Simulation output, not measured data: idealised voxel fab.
process module | voxel double patterning
cross-section cut | 260 nm wide | cells 5 nm
A cross-section is a grid of square cells, given in bands from the top down. A band is one or more rows of cells.
Each band's line starts with the height of the band's top and of its bottom, in nm. Then come its materials from left to right, each with its width in nm. One material with "throughout" fills the band from edge to edge. "air" is empty space.
Height 0 is the level under which the wafer as received is all one material. The lowest band goes on downwards, as in "0 down".
A width such as "30 to 40" changes by the same amount from each row of cells to the next, from the band's top row to its bottom row.
"no change" after a step means that no cell of the cross-section changed.
closed voids: empty space of 8 cells or more with no open way to the top, each as width x height at its distance from the left edge, in nm
after a step's settings: what the simulator itself notes on the step
overlay nm, on a step with a mask: how far to the right of its planned place the mask lay; to the left if negative
plan
1 op RECEIVE | material Si
2 op CONFORMAL_DEP | material SiO2 | thk nm 10
3 op DIRECTIONAL_DEP | material TiN | thk nm 15
4 op DIRECTIONAL_DEP | material SiCN | thk nm 5
5 op MASKED_ETCH | tone open | mask id FIRST | width nm 15 | pitch nm 50 | etch materials SiCN | depth nm 5 | overlay nm 0
6 op DIRECTIONAL_DEP | material aC | thk nm 15
7 op PATTERN | tone open | mask id SECOND | material resist | width nm 15 | pitch nm 50 | thk nm 35 | overlay nm 0
8 op DIRECTIONAL_ETCH | etch materials aC | depth nm 15
9 op STRIP | etch materials resist
10 op DIRECTIONAL_ETCH | etch materials SiCN | depth nm 5
11 op STRIP | etch materials aC
12 op DIRECTIONAL_ETCH | etch materials TiN | depth nm 15
13 op STRIP | etch materials SiCN
as received, after step 1
  0 down: Si throughout
  closed voids: none
a wafer at the end: this start, this plan, one mistake
  40 to 25: TiN 70 | air 15 | TiN 10 | air 15 | TiN 10 | air 15 | TiN 10 | air 15 | TiN 10 | air 15 | TiN 75
  25 to 10: TiN throughout
  10 to 0: SiO2 throughout
  0 down: Si throughout
  closed voids: none
what went wrong: step 3 was run twice
